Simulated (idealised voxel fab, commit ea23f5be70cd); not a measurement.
This section sets out a process module, namely voxel self aligned contacts.
Xsec cut, 200 nm wide, square cell size 5 nm.
Throughout this document, each cross-section is represented as a grid of square cells and is presented as a sequence of bands enumerated from the top downward, where a band comprises one or more rows of cells.
Each band's line starts with the height of the band's top and of its bottom, in nm. Then come its materials from left to right, each with its width in nm. One material with "edge to edge" fills the band from edge to edge. "blank" is empty space.
Beneath 0, the wafer as received is one material, and that level is where height counting begins. The lowest band goes on downward without a bottom; it is written like "top 0, no bottom".
The width entry "30..40" should be interpreted row by row: the top row of cells in the band takes the first number, the bottom row takes the second number, and the change between adjacent rows is uniform throughout.
When a step is marked "no alteration", none of the cells in the cross-section changed during that step.
Closed-off voids of 8+ cells (no open route to the top) go in "Closed void table", written width x height at distance from the left edge, in nm.
Step line, after settings: the simulator's comment on this step.
A step line may carry the setting "overlay nm", which, for steps involving a mask, states the distance by which the mask lay to the right of its intended position; negative values denote displacement to the left.
The steps planned for the process are as follows:
1: RECEIVE (material Si)
2: OXIDIZE (depth nm 5)
3: DIRECTIONAL_DEP (material polySi; thk nm 25)
4: DIRECTIONAL_DEP (material SiN; thk nm 20)
5: MASKED_ETCH (tone cover; mask id GATE; width nm 25; pitch nm 70; etch materials SiN; depth nm 20; overlay nm 0)
6: MASKED_ETCH (tone cover; mask id GATE; width nm 25; pitch nm 70; etch materials polySi; depth nm 25; overlay nm 0)
7: CONFORMAL_DEP (material SiN; thk nm 10)
8: DIRECTIONAL_ETCH (etch materials SiN; depth nm 10)
9: FILL_DEP (material SiO2; thk nm 15)
10: CMP (height nm 55)
11: DIRECTIONAL_DEP (material aC; thk nm 10)
12: PATTERN (tone open; mask id CONTACT; material resist; width nm 55; pitch nm 70; thk nm 25; overlay nm 0)
13: DIRECTIONAL_ETCH (etch materials aC; depth nm 10)
14: STRIP (etch materials resist)
15: DIRECTIONAL_ETCH (etch materials SiO2; depth nm 60)
16: STRIP (etch materials aC)
17: CONFORMAL_DEP (material TiN; thk nm 5)
18: FILL_DEP (material W; thk nm 5)
19: CMP (height nm 55)
20: CONFORMAL_DEP (material SiCN; thk nm 5)
As-received state of the wafer in cross-section, equivalent to post-step 1:
  top 0, no bottom | Si edge to edge
  Closed void table: none
Wafer at module end, in section. Began as above, planned as above, run with one mistake:
  top 60, bottom 55 | SiCN edge to edge
  top 55, bottom 45 | SiO2: 45, TiN: 5..10, W: 45..15, TiN: 5..30, SiO2: 15, TiN: 5..10, W: 45..15, TiN: 5..30, SiO2: 30
  top 45, bottom 25 | SiO2: 5, SiN: 45, TiN: 5, W: 15, TiN: 5, SiN: 45, TiN: 5, W: 15, TiN: 5, SiN: 45, SiO2: 10
  top 25, bottom 0 | SiO2: 5, SiN: 10, polySi: 25, SiN: 10, TiN: 5, W: 15, TiN: 5, SiN: 10, polySi: 25, SiN: 10, TiN: 5, W: 15, TiN: 5, SiN: 10, polySi: 25, SiN: 10, SiO2: 10
  top 0, bottom -5 | SiO2: 50, TiN: 25, SiO2: 45, TiN: 25, SiO2: 55
  top -5, no bottom | Si edge to edge
  Closed void table: none
Diagnosis: step 12 ran as: PATTERN (tone open; mask id CONTACT; material resist; width nm 55; pitch nm 70; thk nm 25; overlay nm 10)
